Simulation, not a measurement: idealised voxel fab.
process module | voxel transistor to metal
cross-section cut | 210 nm wide | cells 5 nm
A cross-section is a grid of square cells, given in bands from the top down. A band is one or more rows of cells.
Each band's line starts with the height of the band's top and of its bottom, in nm. Then come its materials from left to right, each with its width in nm. One material with "throughout" fills the band from edge to edge. "air" is empty space.
Height 0 is the level under which the wafer as received is all one material. The lowest band goes on downwards, as in "0 down".
A width such as "30 to 40" changes by the same amount from each row of cells to the next, from the band's top row to its bottom row.
"no change" after a step means that no cell of the cross-section changed.
closed voids: empty space of 8 cells or more with no open way to the top, each as width x height at its distance from the left edge, in nm
after a step's settings: what the simulator itself notes on the step
overlay nm, on a step with a mask: how far to the right of its planned place the mask lay; to the left if negative
Each pair below shows a cross-section before one step and the cross-section after it, down to the lowest band that changed. The line under each pair gives the step between them, with its settings. The pairs can come from different runs of this module on the same starting wafer, so a pair continues from the pair above only where its "before" says so.
before
  0 down: Si throughout
  closed voids: none
after
  0 to -5: SiO2 throughout
  below -5: unchanged
  closed voids: none
the step between: op OXIDIZE | depth nm 5
before: the cross-section after the pair above
after
  10 to 0: SiN throughout
  below 0: unchanged
  closed voids: none
the step between: op CONFORMAL_DEP | material SiN | thk nm 10
before: the cross-section after the pair above
after
  20 to 10: aC throughout
  below 10: unchanged
  closed voids: none
the step between: op DIRECTIONAL_DEP | material aC | thk nm 10
before: the cross-section after the pair above
after
  45 to 20: air 45 | resist 120 | air 45
  below 20: unchanged
  closed voids: none
the step between: op PATTERN | tone cover | mask id ACTIVE | material resist | width nm 120 | thk nm 25 | overlay nm 0
before: the cross-section after the pair above
after
  35 to 20: air 45 | resist 120 | air 45
  20 to 10: air 45 | aC 120 | air 45
  below 10: unchanged
  closed voids: none
the step between: op DIRECTIONAL_ETCH | etch materials aC | depth nm 10
before: the cross-section after the pair above
after
  20 to 10: air 45 | aC 120 | air 45
  below 10: unchanged
  closed voids: none
the step between: op STRIP | etch materials resist
before: the cross-section after the pair above
after
  20 to 10: air 45 | aC 120 | air 45
  10 to 0: air 45 | SiN 120 | air 45
  below 0: unchanged
  closed voids: none
the step between: op DIRECTIONAL_ETCH | etch materials SiN | depth nm 10
before: the cross-section after the pair above
after
  20 to 10: air 45 | aC 120 | air 45
  10 to 0: air 45 | SiN 120 | air 45
  0 to -5: air 45 | SiO2 120 | air 45
  below -5: unchanged
  closed voids: none
the step between: op DIRECTIONAL_ETCH | etch materials SiO2 | depth nm 5
before: the cross-section after the pair above
after
  20 to 10: air 45 | aC 120 | air 45
  10 to 0: air 45 | SiN 120 | air 45
  0 to -5: air 45 | SiO2 120 | air 45
  -5 to -35: air 45 | Si 120 | air 45
  below -35: unchanged
  closed voids: none
the step between: op DIRECTIONAL_ETCH | etch materials Si | depth nm 30
before: the cross-section after the pair above
after
  10 to 0: air 45 | SiN 120 | air 45
  below 0: unchanged
  closed voids: none
the step between: op STRIP | etch materials aC
before: the cross-section after the pair above
after
  10 to 0: air 45 | SiN 120 | air 45
  0 to -5: air 45 | SiO2 120 | air 45
  -5 to -35: air 45 | SiO2 5 | Si 110 | SiO2 5 | air 45
  -35 to -40: SiO2 50 | Si 110 | SiO2 50
  below -40: unchanged
  closed voids: none
the step between: op OXIDIZE | depth nm 5
before: the cross-section after the pair above
after
  15 to 10: SiO2 throughout
  10 to 0: SiO2 45 | SiN 120 | SiO2 45
  0 to -5: SiO2 throughout
  -5 to -40: SiO2 50 | Si 110 | SiO2 50
  below -40: unchanged
  closed voids: none
the step between: op FILL_DEP | material SiO2 | thk nm 5
before: the cross-section after the pair above
after
  10 to 0: SiO2 45 | SiN 120 | SiO2 45
  below 0: unchanged
  closed voids: none
the step between: op CMP | height nm 10
before: the cross-section after the pair above
after
  10 to 5: air 45 | SiN 120 | air 45
  below 5: unchanged
  closed voids: none
the step between: op SELECTIVE_ETCH | etch materials SiO2 | depth nm 5
before: the cross-section after the pair above
after
  5 to 0: SiO2 45 | air 120 | SiO2 45
  below 0: unchanged
  closed voids: none
the step between: op STRIP | etch materials SiN
before: the cross-section after the pair above
after
  0 to -5: SiO2 40 | air 130 | SiO2 40
  below -5: unchanged
  closed voids: none
the step between: op SELECTIVE_ETCH | etch materials SiO2 | depth nm 5
before: the cross-section after the pair above
after
  0 to -5: SiO2 40 | air 130 | SiO2 40
  -5 to -10: SiO2 throughout
  below -10: unchanged
  closed voids: none
the step between: op OXIDIZE | depth nm 5
before: the cross-section after the pair above
after
  20 to 15: polySi 40 | air 130 | polySi 40
  15 to 0: polySi throughout
  0 to -5: SiO2 40 | polySi 130 | SiO2 40
  below -5: unchanged
  closed voids: none
the step between: op DIRECTIONAL_DEP | material polySi | thk nm 20
before: the cross-section after the pair above
after
  30 to 25: SiCN 40 | air 130 | SiCN 40
  25 to 20: SiCN throughout
  20 to 15: polySi 40 | SiCN 130 | polySi 40
  below 15: unchanged
  closed voids: none
the step between: op DIRECTIONAL_DEP | material SiCN | thk nm 10
before: the cross-section after the pair above
after
  40 to 35: aC 40 | air 130 | aC 40
  35 to 30: aC throughout
  30 to 25: SiCN 40 | aC 130 | SiCN 40
  below 25: unchanged
  closed voids: none
the step between: op DIRECTIONAL_DEP | material aC | thk nm 10
before: the cross-section after the pair above
after
  70 to 40: air 90 | resist 30 | air 90
  40 to 35: aC 40 | air 50 | resist 30 | air 50 | aC 40
  below 35: unchanged
  closed voids: none
the step between: op PATTERN | tone cover | mask id GATE | material resist | width nm 30 | thk nm 30 | overlay nm 0
before: the cross-section after the pair above
after
  60 to 35: air 90 | resist 30 | air 90
  35 to 30: air 90 | aC 30 | air 90
  30 to 25: SiCN 40 | air 50 | aC 30 | air 50 | SiCN 40
  below 25: unchanged
  closed voids: none
the step between: op DIRECTIONAL_ETCH | etch materials aC | depth nm 10
before: the cross-section after the pair above
after
  35 to 30: air 90 | aC 30 | air 90
  below 30: unchanged
  closed voids: none
the step between: op STRIP | etch materials resist
before: the cross-section after the pair above
after
  35 to 25: air 90 | aC 30 | air 90
  25 to 20: air 90 | SiCN 30 | air 90
  20 to 15: polySi 40 | air 50 | SiCN 30 | air 50 | polySi 40
  below 15: unchanged
  closed voids: none
the step between: op DIRECTIONAL_ETCH | etch materials SiCN | depth nm 20
before: the cross-section after the pair above
after
  35 to 25: air 90 | aC 30 | air 90
  25 to 15: air 90 | SiCN 30 | air 90
  15 to 0: air 90 | polySi 30 | air 90
  0 to -5: SiO2 40 | air 50 | polySi 30 | air 50 | SiO2 40
  below -5: unchanged
  closed voids: none
the step between: op DIRECTIONAL_ETCH | etch materials polySi | depth nm 30
before: the cross-section after the pair above
after
  25 to 15: air 90 | SiCN 30 | air 90
  below 15: unchanged
  closed voids: none
the step between: op STRIP | etch materials aC
before: the cross-section after the pair above
after
  30 to 25: air 85 | SiO2 40 | air 85
  25 to 15: air 85 | SiO2 5 | SiCN 30 | SiO2 5 | air 85
  15 to 5: air 85 | SiO2 5 | polySi 30 | SiO2 5 | air 85
  5 to 0: SiO2 45 | air 40 | SiO2 5 | polySi 30 | SiO2 5 | air 40 | SiO2 45
  0 to -5: SiO2 90 | polySi 30 | SiO2 90
  below -5: unchanged
  closed voids: none
the step between: op CONFORMAL_DEP | material SiO2 | thk nm 5
before: the cross-section after the pair above
after
  25 to 15: air 85 | SiO2 5 | SiCN 30 | SiO2 5 | air 85
  15 to 0: air 85 | SiO2 5 | polySi 30 | SiO2 5 | air 85
  0 to -5: SiO2 45 | air 40 | SiO2 5 | polySi 30 | SiO2 5 | air 40 | SiO2 45
  below -5: unchanged
  closed voids: none
the step between: op DIRECTIONAL_ETCH | etch materials SiO2 | depth nm 5
before: the cross-section after the pair above
after
  35 to 25: air 75 | SiN 60 | air 75
  25 to 15: air 75 | SiN 10 | SiO2 5 | SiCN 30 | SiO2 5 | SiN 10 | air 75
  15 to 10: air 75 | SiN 10 | SiO2 5 | polySi 30 | SiO2 5 | SiN 10 | air 75
  10 to 5: SiN 55 | air 20 | SiN 10 | SiO2 5 | polySi 30 | SiO2 5 | SiN 10 | air 20 | SiN 55
  5 to 0: SiN 85 | SiO2 5 | polySi 30 | SiO2 5 | SiN 85
  0 to -5: SiO2 45 | SiN 40 | SiO2 5 | polySi 30 | SiO2 5 | SiN 40 | SiO2 45
  below -5: unchanged
  closed voids: none
the step between: op CONFORMAL_DEP | material SiN | thk nm 10
before: the cross-section after the pair above
after
  25 to 15: air 75 | SiN 10 | SiO2 5 | SiCN 30 | SiO2 5 | SiN 10 | air 75
  15 to 0: air 75 | SiN 10 | SiO2 5 | polySi 30 | SiO2 5 | SiN 10 | air 75
  0 to -5: SiO2 45 | SiN 10 | air 20 | SiN 10 | SiO2 5 | polySi 30 | SiO2 5 | SiN 10 | air 20 | SiN 10 | SiO2 45
  below -5: unchanged
  closed voids: none
the step between: op DIRECTIONAL_ETCH | etch materials SiN | depth nm 10
before: the cross-section after the pair above
after
  25 to 20: air 75 | SiN 10 | air 5 | SiCN 30 | air 5 | SiN 10 | air 75
  20 to 15: air 75 | SiN 10 | SiO2 5 | SiCN 30 | SiO2 5 | SiN 10 | air 75
  15 to 0: air 75 | SiN 10 | SiO2 5 | polySi 30 | SiO2 5 | SiN 10 | air 75
  0 to -5: air 45 | SiN 10 | air 20 | SiN 10 | SiO2 5 | polySi 30 | SiO2 5 | SiN 10 | air 20 | SiN 10 | air 45
  -5 to -10: SiO2 55 | air 20 | SiO2 60 | air 20 | SiO2 55
  below -10: unchanged
  closed voids: none
the step between: op DIRECTIONAL_ETCH | etch materials SiO2 | depth nm 5
before: the cross-section after the pair above
after
  25 to 20: air 75 | SiN 10 | air 5 | SiCN 30 | air 5 | SiN 10 | air 75
  20 to 15: air 75 | SiN 10 | SiO2 5 | SiCN 30 | SiO2 5 | SiN 10 | air 75
  15 to 0: air 75 | SiN 10 | SiO2 5 | polySi 30 | SiO2 5 | SiN 10 | air 75
  0 to -5: air 45 | SiN 10 | air 20 | SiN 10 | SiO2 5 | polySi 30 | SiO2 5 | SiN 10 | air 20 | SiN 10 | air 45
  -5 to -10: SiO2 55 | air 20 | SiO2 60 | air 20 | SiO2 55
  -10 to -15: SiO2 50 | Si 5 | air 20 | Si 60 | air 20 | Si 5 | SiO2 50
  below -15: unchanged
  closed voids: none
the step between: op DIRECTIONAL_ETCH | etch materials Si | depth nm 5
before: the cross-section after the pair above
after
  25 to 20: air 75 | SiN 10 | air 5 | SiCN 30 | air 5 | SiN 10 | air 75
  20 to 15: air 75 | SiN 10 | SiO2 5 | SiCN 30 | SiO2 5 | SiN 10 | air 75
  15 to 0: air 75 | SiN 10 | SiO2 5 | polySi 30 | SiO2 5 | SiN 10 | air 75
  0 to -5: air 45 | SiN 10 | pSi 20 | SiN 10 | SiO2 5 | polySi 30 | SiO2 5 | SiN 10 | pSi 20 | SiN 10 | air 45
  -5 to -10: SiO2 55 | pSi 20 | SiO2 60 | pSi 20 | SiO2 55
  -10 to -15: SiO2 50 | Si 5 | pSi 20 | Si 60 | pSi 20 | Si 5 | SiO2 50
  below -15: unchanged
  closed voids: none
the step between: op EPI | material pSi | thk nm 10
before: the cross-section after the pair above
after
  35 to 25: SiO2 throughout
  25 to 15: SiO2 75 | SiN 10 | SiO2 5 | SiCN 30 | SiO2 5 | SiN 10 | SiO2 75
  15 to 0: SiO2 75 | SiN 10 | SiO2 5 | polySi 30 | SiO2 5 | SiN 10 | SiO2 75
  0 to -5: SiO2 45 | SiN 10 | pSi 20 | SiN 10 | SiO2 5 | polySi 30 | SiO2 5 | SiN 10 | pSi 20 | SiN 10 | SiO2 45
  below -5: unchanged
  closed voids: none
the step between: op FILL_DEP | material SiO2 | thk nm 10
before: the cross-section after the pair above
after
  15 to 0: SiO2 75 | SiN 10 | SiO2 5 | polySi 30 | SiO2 5 | SiN 10 | SiO2 75
  below 0: unchanged
  closed voids: none
the step between: op CMP | height nm 15
before: the cross-section after the pair above
after
  15 to 0: SiO2 75 | SiN 10 | SiO2 5 | air 30 | SiO2 5 | SiN 10 | SiO2 75
  0 to -5: SiO2 45 | SiN 10 | pSi 20 | SiN 10 | SiO2 5 | air 30 | SiO2 5 | SiN 10 | pSi 20 | SiN 10 | SiO2 45
  below -5: unchanged
  closed voids: none
the step between: op STRIP | etch materials polySi
before: the cross-section after the pair above
after
  15 to 10: air 75 | SiN 10 | air 40 | SiN 10 | air 75
  10 to 0: SiO2 75 | SiN 10 | air 40 | SiN 10 | SiO2 75
  0 to -5: SiO2 45 | SiN 10 | pSi 20 | SiN 10 | air 40 | SiN 10 | pSi 20 | SiN 10 | SiO2 45
  -5 to -10: SiO2 55 | pSi 20 | SiO2 10 | air 40 | SiO2 10 | pSi 20 | SiO2 55
  below -10: unchanged
  closed voids: none
the step between: op SELECTIVE_ETCH | etch materials SiO2 | depth nm 5
before: the cross-section after the pair above
after
  20 to 15: air 70 | HfO2 20 | air 30 | HfO2 20 | air 70
  15 to 10: HfO2 75 | SiN 10 | HfO2 5 | air 30 | HfO2 5 | SiN 10 | HfO2 75
  10 to 0: SiO2 75 | SiN 10 | HfO2 5 | air 30 | HfO2 5 | SiN 10 | SiO2 75
  0 to -5: SiO2 45 | SiN 10 | pSi 20 | SiN 10 | HfO2 5 | air 30 | HfO2 5 | SiN 10 | pSi 20 | SiN 10 | SiO2 45
  -5 to -10: SiO2 55 | pSi 20 | SiO2 10 | HfO2 40 | SiO2 10 | pSi 20 | SiO2 55
  below -10: unchanged
  closed voids: none
the step between: op CONFORMAL_DEP | material HfO2 | thk nm 5
before: the cross-section after the pair above
after
  25 to 20: air 65 | TiN 30 | air 20 | TiN 30 | air 65
  20 to 15: TiN 70 | HfO2 20 | TiN 5 | air 20 | TiN 5 | HfO2 20 | TiN 70
  15 to 10: HfO2 75 | SiN 10 | HfO2 5 | TiN 5 | air 20 | TiN 5 | HfO2 5 | SiN 10 | HfO2 75
  10 to 0: SiO2 75 | SiN 10 | HfO2 5 | TiN 5 | air 20 | TiN 5 | HfO2 5 | SiN 10 | SiO2 75
  0 to -5: SiO2 45 | SiN 10 | pSi 20 | SiN 10 | HfO2 5 | TiN 30 | HfO2 5 | SiN 10 | pSi 20 | SiN 10 | SiO2 45
  below -5: unchanged
  closed voids: none
the step between: op CONFORMAL_DEP | material TiN | thk nm 5
before: the cross-section after the pair above
after
  35 to 25: W throughout
  25 to 20: W 65 | TiN 30 | W 20 | TiN 30 | W 65
  20 to 15: TiN 70 | HfO2 20 | TiN 5 | W 20 | TiN 5 | HfO2 20 | TiN 70
  15 to 10: HfO2 75 | SiN 10 | HfO2 5 | TiN 5 | W 20 | TiN 5 | HfO2 5 | SiN 10 | HfO2 75
  10 to 0: SiO2 75 | SiN 10 | HfO2 5 | TiN 5 | W 20 | TiN 5 | HfO2 5 | SiN 10 | SiO2 75
  below 0: unchanged
  closed voids: none
the step between: op FILL_DEP | material W | thk nm 10
before: the cross-section after the pair above
after
  10 to 0: SiO2 75 | SiN 10 | HfO2 5 | TiN 5 | W 20 | TiN 5 | HfO2 5 | SiN 10 | SiO2 75
  below 0: unchanged
  closed voids: none
the step between: op CMP | height nm 10
before: the cross-section after the pair above
after
  25 to 10: SiO2 throughout
  below 10: unchanged
  closed voids: none
the step between: op DIRECTIONAL_DEP | material SiO2 | thk nm 15
before: the cross-section after the pair above
after
  40 to 25: aC throughout
  below 25: unchanged
  closed voids: none
the step between: op DIRECTIONAL_DEP | material aC | thk nm 15
before: the cross-section after the pair above
after
  75 to 40: resist 55 | air 15 | resist 70 | air 15 | resist 55
  below 40: unchanged
  closed voids: none
the step between: op PATTERN | tone open | mask id CONTACT | material resist | width nm 15 | pitch nm 85 | thk nm 35 | overlay nm 0
before: the cross-section after the pair above
after
  60 to 40: resist 55 | air 15 | resist 70 | air 15 | resist 55
  40 to 25: aC 55 | air 15 | aC 70 | air 15 | aC 55
  below 25: unchanged
  closed voids: none
the step between: op DIRECTIONAL_ETCH | etch materials aC | depth nm 15
before: the cross-section after the pair above
after
  40 to 25: aC 55 | air 15 | aC 70 | air 15 | aC 55
  below 25: unchanged
  closed voids: none
the step between: op STRIP | etch materials resist
before: the cross-section after the pair above
after
  40 to 25: aC 55 | air 15 | aC 70 | air 15 | aC 55
  25 to 10: SiO2 55 | air 15 | SiO2 70 | air 15 | SiO2 55
  10 to 0: SiO2 55 | air 15 | SiO2 5 | SiN 10 | HfO2 5 | TiN 5 | W 20 | TiN 5 | HfO2 5 | SiN 10 | SiO2 5 | air 15 | SiO2 55
  below 0: unchanged
  closed voids: none
the step between: op DIRECTIONAL_ETCH | etch materials SiO2 | depth nm 25
before: the cross-section after the pair above
after
  25 to 10: SiO2 55 | air 15 | SiO2 70 | air 15 | SiO2 55
  below 10: unchanged
  closed voids: none
the step between: op STRIP | etch materials aC
before: the cross-section after the pair above
after
  30 to 25: TiN 60 | air 5 | TiN 80 | air 5 | TiN 60
  25 to 10: SiO2 55 | TiN 5 | air 5 | TiN 5 | SiO2 70 | TiN 5 | air 5 | TiN 5 | SiO2 55
  10 to 5: SiO2 55 | TiN 5 | air 5 | TiN 5 | SiO2 5 | SiN 10 | HfO2 5 | TiN 5 | W 20 | TiN 5 | HfO2 5 | SiN 10 | SiO2 5 | TiN 5 | air 5 | TiN 5 | SiO2 55
  5 to 0: SiO2 55 | TiN 15 | SiO2 5 | SiN 10 | HfO2 5 | TiN 5 | W 20 | TiN 5 | HfO2 5 | SiN 10 | SiO2 5 | TiN 15 | SiO2 55
  below 0: unchanged
  closed voids: none
the step between: op CONFORMAL_DEP | material TiN | thk nm 5
before: the cross-section after the pair above
after
  40 to 30: W throughout
  30 to 25: TiN 60 | W 5 | TiN 80 | W 5 | TiN 60
  25 to 10: SiO2 55 | TiN 5 | W 5 | TiN 5 | SiO2 70 | TiN 5 | W 5 | TiN 5 | SiO2 55
  10 to 5: SiO2 55 | TiN 5 | W 5 | TiN 5 | SiO2 5 | SiN 10 | HfO2 5 | TiN 5 | W 20 | TiN 5 | HfO2 5 | SiN 10 | SiO2 5 | TiN 5 | W 5 | TiN 5 | SiO2 55
  below 5: unchanged
  closed voids: none
the step between: op FILL_DEP | material W | thk nm 10
before: the cross-section after the pair above
after
  25 to 10: SiO2 55 | TiN 5 | W 5 | TiN 5 | SiO2 70 | TiN 5 | W 5 | TiN 5 | SiO2 55
  below 10: unchanged
  closed voids: none
the step between: op CMP | height nm 25
before: the cross-section after the pair above
after
  30 to 25: SiN throughout
  below 25: unchanged
  closed voids: none
the step between: op CONFORMAL_DEP | material SiN | thk nm 5
before: the cross-section after the pair above
after
  50 to 30: SiO2 throughout
  below 30: unchanged
  closed voids: none
the step between: op DIRECTIONAL_DEP | material SiO2 | thk nm 20
before: the cross-section after the pair above
after
  50 to 30: SiO2 55 | air 15 | SiO2 70 | air 15 | SiO2 55
  below 30: unchanged
  closed voids: none
the step between: op MASKED_ETCH | tone open | mask id METAL_1 | width nm 15 | pitch nm 85 | etch materials SiO2 | depth nm 20 | overlay nm 0
before: the cross-section after the pair above
after
  50 to 30: SiO2 55 | air 15 | SiO2 70 | air 15 | SiO2 55
  30 to 25: SiN 55 | air 15 | SiN 70 | air 15 | SiN 55
  below 25: unchanged
  closed voids: none
the step between: op MASKED_ETCH | tone open | mask id METAL_1 | width nm 15 | pitch nm 85 | etch materials SiN | depth nm 5 | overlay nm 0
before: the cross-section after the pair above
after
  55 to 50: TiN 60 | air 5 | TiN 80 | air 5 | TiN 60
  50 to 30: SiO2 55 | TiN 5 | air 5 | TiN 5 | SiO2 70 | TiN 5 | air 5 | TiN 5 | SiO2 55
  30 to 25: SiN 55 | TiN 15 | SiN 70 | TiN 15 | SiN 55
  below 25: unchanged
  closed voids: none
the step between: op CONFORMAL_DEP | material TiN | thk nm 5
before: the cross-section after the pair above
after
  65 to 55: Cu throughout
  55 to 50: TiN 60 | Cu 5 | TiN 80 | Cu 5 | TiN 60
  50 to 30: SiO2 55 | TiN 5 | Cu 5 | TiN 5 | SiO2 70 | TiN 5 | Cu 5 | TiN 5 | SiO2 55
  below 30: unchanged
  closed voids: none
the step between: op FILL_DEP | material Cu | thk nm 10
before: the cross-section after the pair above
after
  50 to 30: SiO2 55 | TiN 5 | Cu 5 | TiN 5 | SiO2 70 | TiN 5 | Cu 5 | TiN 5 | SiO2 55
  below 30: unchanged
  closed voids: none
the step between: op CMP | height nm 50
before: the cross-section after the pair above
after
  55 to 50: SiCN throughout
  below 50: unchanged
  closed voids: none
the step between: op CONFORMAL_DEP | material SiCN | thk nm 5
before: the cross-section after the pair above
after
  80 to 55: SiO2 throughout
  below 55: unchanged
  closed voids: none
the step between: op DIRECTIONAL_DEP | material SiO2 | thk nm 25
before: the cross-section after the pair above
after
  90 to 80: aC throughout
  below 80: unchanged
  closed voids: none
the step between: op DIRECTIONAL_DEP | material aC | thk nm 10
before: the cross-section after the pair above
after
  120 to 90: resist 55 | air 15 | resist 70 | air 15 | resist 55
  below 90: unchanged
  closed voids: none
the step between: op PATTERN | tone open | mask id METAL_2 | material resist | width nm 15 | pitch nm 85 | thk nm 30 | overlay nm 0
before: the cross-section after the pair above
after
  110 to 90: resist 55 | air 15 | resist 70 | air 15 | resist 55
  90 to 80: aC 55 | air 15 | aC 70 | air 15 | aC 55
  below 80: unchanged
  closed voids: none
the step between: op DIRECTIONAL_ETCH | etch materials aC | depth nm 10
before: the cross-section after the pair above
after
  90 to 80: aC 55 | air 15 | aC 70 | air 15 | aC 55
  below 80: unchanged
  closed voids: none
the step between: op STRIP | etch materials resist
before: the cross-section after the pair above
after
  90 to 80: aC 55 | air 15 | aC 70 | air 15 | aC 55
  80 to 65: SiO2 55 | air 15 | SiO2 70 | air 15 | SiO2 55
  below 65: unchanged
  closed voids: none
the step between: op DIRECTIONAL_ETCH | etch materials SiO2 | depth nm 15
before: the cross-section after the pair above
after
  80 to 65: SiO2 55 | air 15 | SiO2 70 | air 15 | SiO2 55
  below 65: unchanged
  closed voids: none
the step between: op STRIP | etch materials aC
before: the cross-section after the pair above
after
  95 to 80: resist 55 | air 15 | resist 70 | air 15 | resist 55
  below 80: unchanged
  closed voids: none
the step between: op PATTERN | tone open | mask id METAL_2_HOLES | material resist | width nm 15 | pitch nm 85 | thk nm 15 | overlay nm 0
before: the cross-section after the pair above
after
  95 to 80: resist 55 | air 15 | resist 70 | air 15 | resist 55
  80 to 55: SiO2 55 | air 15 | SiO2 70 | air 15 | SiO2 55
  below 55: unchanged
  closed voids: none
the step between: op DIRECTIONAL_ETCH | etch materials SiO2 | depth nm 10
before: the cross-section after the pair above
after
  95 to 80: resist 55 | air 15 | resist 70 | air 15 | resist 55
  80 to 55: SiO2 55 | air 15 | SiO2 70 | air 15 | SiO2 55
  55 to 50: SiCN 55 | air 15 | SiCN 70 | air 15 | SiCN 55
  below 50: unchanged
  closed voids: none
the step between: op DIRECTIONAL_ETCH | etch materials SiCN | depth nm 5
before: the cross-section after the pair above
after
  80 to 55: SiO2 55 | air 15 | SiO2 70 | air 15 | SiO2 55
  below 55: unchanged
  closed voids: none
the step between: op STRIP | etch materials resist
before: the cross-section after the pair above
after
  85 to 80: TiN 60 | air 5 | TiN 80 | air 5 | TiN 60
  80 to 55: SiO2 55 | TiN 5 | air 5 | TiN 5 | SiO2 70 | TiN 5 | air 5 | TiN 5 | SiO2 55
  55 to 50: SiCN 55 | TiN 15 | SiCN 70 | TiN 15 | SiCN 55
  below 50: unchanged
  closed voids: none
the step between: op CONFORMAL_DEP | material TiN | thk nm 5
before: the cross-section after the pair above
after
  90 to 85: Cu throughout
  85 to 80: TiN 60 | Cu 5 | TiN 80 | Cu 5 | TiN 60
  80 to 55: SiO2 55 | TiN 5 | Cu 5 | TiN 5 | SiO2 70 | TiN 5 | Cu 5 | TiN 5 | SiO2 55
  below 55: unchanged
  closed voids: none
the step between: op FILL_DEP | material Cu | thk nm 5
before: the cross-section after the pair above
after
  80 to 55: SiO2 55 | TiN 5 | Cu 5 | TiN 5 | SiO2 70 | TiN 5 | Cu 5 | TiN 5 | SiO2 55
  below 55: unchanged
  closed voids: none
the step between: op CMP | height nm 80
before: the cross-section after the pair above
after
  85 to 80: SiN throughout
  below 80: unchanged
  closed voids: none
the step between: op CONFORMAL_DEP | material SiN | thk nm 5
before
  25 to 15: air 85 | SiO2 5 | SiCN 30 | SiO2 5 | air 85
  15 to 0: air 85 | SiO2 5 | polySi 30 | SiO2 5 | air 85
  0 to -5: SiO2 45 | air 40 | SiO2 5 | polySi 30 | SiO2 5 | air 40 | SiO2 45
  -5 to -10: SiO2 throughout
  -10 to -40: SiO2 50 | Si 110 | SiO2 50
  -40 down: Si throughout
  closed voids: none
after
  25 to 20: air 90 | SiCN 30 | air 90
  20 to 15: air 85 | SiO2 5 | SiCN 30 | SiO2 5 | air 85
  15 to -5: air 85 | SiO2 5 | polySi 30 | SiO2 5 | air 85
  -5 to -10: SiO2 45 | air 40 | SiO2 40 | air 40 | SiO2 45
  below -10: unchanged
  closed voids: none
the step between: op DIRECTIONAL_ETCH | etch materials SiO2 | depth nm 5
before: the cross-section after the pair above
after
  25 to 20: air 90 | SiCN 30 | air 90
  20 to 15: air 85 | SiO2 5 | SiCN 30 | SiO2 5 | air 85
  15 to -5: air 85 | SiO2 5 | polySi 30 | SiO2 5 | air 85
  -5 to -10: SiO2 45 | air 40 | SiO2 40 | air 40 | SiO2 45
  -10 to -15: SiO2 50 | air 35 | Si 40 | air 35 | SiO2 50
  below -15: unchanged
  closed voids: none
the step between: op DIRECTIONAL_ETCH | etch materials Si | depth nm 5
before: the cross-section after the pair above
after
  25 to 20: air 90 | SiCN 30 | air 90
  20 to 15: air 85 | SiO2 5 | SiCN 30 | SiO2 5 | air 85
  15 to 0: air 85 | SiO2 5 | polySi 30 | SiO2 5 | air 85
  0 to -5: air 75 | pSi 10 | SiO2 5 | polySi 30 | SiO2 5 | pSi 10 | air 75
  -5 to -10: SiO2 45 | pSi 40 | SiO2 40 | pSi 40 | SiO2 45
  -10 to -15: SiO2 50 | pSi 35 | Si 40 | pSi 35 | SiO2 50
  below -15: unchanged
  closed voids: none
the step between: op EPI | material pSi | thk nm 10
before: the cross-section after the pair above
after
  35 to 25: SiO2 throughout
  25 to 15: SiO2 90 | SiCN 30 | SiO2 90
  15 to 0: SiO2 90 | polySi 30 | SiO2 90
  0 to -5: SiO2 75 | pSi 10 | SiO2 5 | polySi 30 | SiO2 5 | pSi 10 | SiO2 75
  below -5: unchanged
  closed voids: none
the step between: op FILL_DEP | material SiO2 | thk nm 10
before: the cross-section after the pair above
after
  15 to 0: SiO2 90 | polySi 30 | SiO2 90
  below 0: unchanged
  closed voids: none
the step between: op CMP | height nm 15
before: the cross-section after the pair above
after
  15 to 0: SiO2 90 | air 30 | SiO2 90
  0 to -5: SiO2 75 | pSi 10 | SiO2 5 | air 30 | SiO2 5 | pSi 10 | SiO2 75
  below -5: unchanged
  closed voids: none
the step between: op STRIP | etch materials polySi
before: the cross-section after the pair above
after
  10 to 0: SiO2 85 | air 40 | SiO2 85
  0 to -10: SiO2 75 to 45 | pSi 10 to 40 | air 40 | pSi 10 to 40 | SiO2 75 to 45
  below -10: unchanged
  closed voids: none
the step between: op SELECTIVE_ETCH | etch materials SiO2 | depth nm 5
before: the cross-section after the pair above
after
  15 to 10: HfO2 90 | air 30 | HfO2 90
  10 to 0: SiO2 85 | HfO2 5 | air 30 | HfO2 5 | SiO2 85
  0 to -5: SiO2 75 | pSi 10 | HfO2 5 | air 30 | HfO2 5 | pSi 10 | SiO2 75
  -5 to -10: SiO2 45 | pSi 40 | HfO2 40 | pSi 40 | SiO2 45
  below -10: unchanged
  closed voids: none
the step between: op CONFORMAL_DEP | material HfO2 | thk nm 5
before: the cross-section after the pair above
after
  20 to 15: TiN 95 | air 20 | TiN 95
  15 to 10: HfO2 90 | TiN 5 | air 20 | TiN 5 | HfO2 90
  10 to 0: SiO2 85 | HfO2 5 | TiN 5 | air 20 | TiN 5 | HfO2 5 | SiO2 85
  0 to -5: SiO2 75 | pSi 10 | HfO2 5 | TiN 30 | HfO2 5 | pSi 10 | SiO2 75
  below -5: unchanged
  closed voids: none
the step between: op CONFORMAL_DEP | material TiN | thk nm 5
before: the cross-section after the pair above
after
  30 to 20: W throughout
  20 to 15: TiN 95 | W 20 | TiN 95
  15 to 10: HfO2 90 | TiN 5 | W 20 | TiN 5 | HfO2 90
  10 to 0: SiO2 85 | HfO2 5 | TiN 5 | W 20 | TiN 5 | HfO2 5 | SiO2 85
  below 0: unchanged
  closed voids: none
the step between: op FILL_DEP | material W | thk nm 10
before: the cross-section after the pair above
after
  10 to 0: SiO2 85 | HfO2 5 | TiN 5 | W 20 | TiN 5 | HfO2 5 | SiO2 85
  below 0: unchanged
  closed voids: none
the step between: op CMP | height nm 10
before: the cross-section after the pair above
after
  25 to 10: SiO2 throughout
  below 10: unchanged
  closed voids: none
the step between: op DIRECTIONAL_DEP | material SiO2 | thk nm 15
before: the cross-section after the pair above
after
  40 to 25: aC throughout
  below 25: unchanged
  closed voids: none
the step between: op DIRECTIONAL_DEP | material aC | thk nm 15
before: the cross-section after the pair above
after
  75 to 40: resist 55 | air 15 | resist 70 | air 15 | resist 55
  below 40: unchanged
  closed voids: none
the step between: op PATTERN | tone open | mask id CONTACT | material resist | width nm 15 | pitch nm 85 | thk nm 35 | overlay nm 0
before: the cross-section after the pair above
after
  60 to 40: resist 55 | air 15 | resist 70 | air 15 | resist 55
  40 to 25: aC 55 | air 15 | aC 70 | air 15 | aC 55
  below 25: unchanged
  closed voids: none
the step between: op DIRECTIONAL_ETCH | etch materials aC | depth nm 15
before: the cross-section after the pair above
after
  40 to 25: aC 55 | air 15 | aC 70 | air 15 | aC 55
  below 25: unchanged
  closed voids: none
the step between: op STRIP | etch materials resist
before: the cross-section after the pair above
after
  40 to 25: aC 55 | air 15 | aC 70 | air 15 | aC 55
  25 to 10: SiO2 55 | air 15 | SiO2 70 | air 15 | SiO2 55
  10 to 0: SiO2 55 | air 15 | SiO2 15 | HfO2 5 | TiN 5 | W 20 | TiN 5 | HfO2 5 | SiO2 15 | air 15 | SiO2 55
  below 0: unchanged
  closed voids: none
the step between: op DIRECTIONAL_ETCH | etch materials SiO2 | depth nm 25
before: the cross-section after the pair above
after
  25 to 10: SiO2 55 | air 15 | SiO2 70 | air 15 | SiO2 55
  below 10: unchanged
  closed voids: none
the step between: op STRIP | etch materials aC
